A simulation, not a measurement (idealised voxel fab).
The process module presented herein is designated voxel capacitor over wiring.
The figure presents cross-section cut, which has a width of 185 nm and is divided into square cells with an edge length of 5 nm.
Notation: cross-section as square-cell grid; stated in bands, top first, going down; one or more cell rows per band. For a band, the entry starts with two heights in nm, that of the top and then that of the bottom, and carries on with the band's materials in order from left to right, each alongside its width in nm; the word "throughout" beside a single material means it fills the band edge to edge, and "air" means empty space. Height datum 0, below which the as-received substrate wafer is one material. Lowest band open at the bottom, running downward: "0 -> down". You'd read "30 to 40" like this: the band's top row of cells is as wide as the first number, its bottom row is as wide as the second, and going down, every row changes width by the same amount as the row before did. Given "identical to before" for a step, no cell of the cross-section differs between before and after that step. Closed empty spaces (no open way to the top) of 8 cells or more are what "Non-vented voids" lists, each as width x height at distance from the left edge, nm for all three. Heads up: the bit after the settings on a step's line is the simulator's remark on that step. The line of a step may include "overlay nm". On a step with a mask, this value is how far to the right of its planned place the mask lay. A negative value means the mask lay to the left.
Set out below are the planned steps of the process
1: RECEIVE (material Si)
2: CONFORMAL_DEP (material SiO2; thk nm 15)
3: CONFORMAL_DEP (material SiCN; thk nm 5)
4: DIRECTIONAL_DEP (material lowk; thk nm 20)
5: DIRECTIONAL_DEP (material aC; thk nm 15)
6: PATTERN (tone open; mask id METAL_1; material resist; width nm 15; pitch nm 75; thk nm 35; overlay nm 0)
7: DIRECTIONAL_ETCH (etch materials aC; depth nm 15)
8: STRIP (etch materials resist)
9: DIRECTIONAL_ETCH (etch materials lowk; depth nm 20)
10: DIRECTIONAL_ETCH (etch materials SiCN; depth nm 5)
11: STRIP (etch materials aC)
12: CONFORMAL_DEP (material TiN; thk nm 5)
13: FILL_DEP (material W; thk nm 5)
14: CMP (height nm 40)
15: CONFORMAL_DEP (material SiCN; thk nm 5)
16: DIRECTIONAL_DEP (material SiO2; thk nm 15)
17: PATTERN (tone open; mask id PLUG_1; material resist; width nm 15; thk nm 20; overlay nm 0)
18: DIRECTIONAL_ETCH (etch materials SiO2; depth nm 15)
19: DIRECTIONAL_ETCH (etch materials SiCN; depth nm 5)
20: STRIP (etch materials resist)
21: EPI (material Ru; thk nm 10)
22: EPI (material Ru; thk nm 10)
23: DIRECTIONAL_DEP (material TiN; thk nm 5)
24: DIRECTIONAL_DEP (material Al2O3; thk nm 5)
25: DIRECTIONAL_DEP (material TiN; thk nm 5)
26: DIRECTIONAL_DEP (material aC; thk nm 15)
27: PATTERN (tone cover; mask id UPPER_PLATE; material resist; width nm 60; thk nm 30; overlay nm 0)
28: DIRECTIONAL_ETCH (etch materials aC; depth nm 15)
29: STRIP (etch materials resist)
30: DIRECTIONAL_ETCH (etch materials TiN; depth nm 5)
31: DIRECTIONAL_ETCH (etch materials Al2O3; depth nm 5)
32: STRIP (etch materials aC)
33: PATTERN (tone cover; mask id LOWER_PLATE; material resist; width nm 70; thk nm 20; overlay nm 0)
34: DIRECTIONAL_ETCH (etch materials TiN; depth nm 5)
35: STRIP (etch materials resist)
36: FILL_DEP (material SiO2; thk nm 15)
37: CMP (height nm 85)
38: MASKED_ETCH (tone open; mask id PLUG_2; width nm 15; etch materials SiO2; depth nm 10; overlay nm 0)
39: CONFORMAL_DEP (material TiN; thk nm 5)
40: FILL_DEP (material Ru; thk nm 5)
41: CMP (height nm 85)
42: CONFORMAL_DEP (material SiN; thk nm 5)
Wafers differ in width nm at step 6; plan lists the first wafer's value; identical starting state.
Cross-section of the first of several wafers on receipt, reflecting completion of step 1
- 0 -> down: Si throughout
- Non-vented voids: none
Once step 42, the last step, is complete, the module is at its end; this is the cross-section of the first of several wafers
- 90 -> 85: SiN throughout
- 85 -> 80: SiO2 60 nm | TiN 5 nm | Ru 5 nm | TiN 5 nm | SiO2 110 nm
- 80 -> 70: SiO2 60 to 50 nm | TiN 15 to 60 nm | SiO2 110 to 75 nm
- 70 -> 65: SiO2 50 nm | Al2O3 60 nm | SiO2 75 nm
- 65 -> 60: SiO2 45 nm | TiN 70 nm | SiO2 70 nm
- 60 -> 45: SiO2 50 nm | Ru 15 nm | SiO2 120 nm
- 45 -> 40: SiCN 50 nm | Ru 15 nm | SiCN 120 nm
- 40 -> 20: lowk 50 nm | TiN 5 nm | W 5 nm | TiN 5 nm | lowk 60 nm | TiN 5 nm | W 5 nm | TiN 5 nm | lowk 45 nm
- 20 -> 15: SiCN 50 nm | TiN 15 nm | SiCN 60 nm | TiN 15 nm | SiCN 45 nm
- 15 -> 0: SiO2 throughout
- 0 -> down: Si throughout
- Non-vented voids: none
Cross-sectional depiction of the last of several wafers upon completion of the module
- 90 -> 85: SiN throughout
- 85 -> 80: SiO2 60 nm | TiN 5 nm | Ru 5 nm | TiN 5 nm | SiO2 110 nm
- 80 -> 70: SiO2 60 to 50 nm | TiN 15 to 60 nm | SiO2 110 to 75 nm
- 70 -> 65: SiO2 50 nm | Al2O3 60 nm | SiO2 75 nm
- 65 -> 60: SiO2 45 nm | TiN 70 nm | SiO2 70 nm
- 60 -> 45: SiO2 50 nm | Ru 15 nm | SiO2 120 nm
- 45 -> 40: SiCN 50 nm | Ru 15 nm | SiCN 120 nm
- 40 -> 20: lowk 40 nm | TiN 5 nm | W 25 nm | TiN 5 nm | lowk 40 nm | TiN 5 nm | W 25 nm | TiN 5 nm | lowk 35 nm
- 20 -> 15: SiCN 40 nm | TiN 35 nm | SiCN 40 nm | TiN 35 nm | SiCN 35 nm
- 15 -> 0: SiO2 throughout
- 0 -> down: Si throughout
- Non-vented voids: none
The rows of the table below are wafers. Looking at the end of the module, a row counts, for every material, the cells the wafer has gained, shown as (+), or lost, shown as (-), since it was received; its closed voids come next
width nm 15, +12 Al2O3, +13 Ru, +65 SiCN, +37 SiN, +354 SiO2, +53 TiN, +8 W, +124 lowk, Non-vented voids: none
width nm 20, +12 Al2O3, +13 Ru, +63 SiCN, +37 SiN, +354 SiO2, +55 TiN, +16 W, +116 lowk, Non-vented voids: none
width nm 25, +12 Al2O3, +13 Ru, +61 SiCN, +37 SiN, +354 SiO2, +57 TiN, +24 W, +108 lowk, Non-vented voids: none
width nm 30, +12 Al2O3, +13 Ru, +59 SiCN, +37 SiN, +354 SiO2, +59 TiN, +32 W, +100 lowk, Non-vented voids: none
width nm 35, +12 Al2O3, +13 Ru, +57 SiCN, +37 SiN, +354 SiO2, +61 TiN, +40 W, +92 lowk, Non-vented voids: none
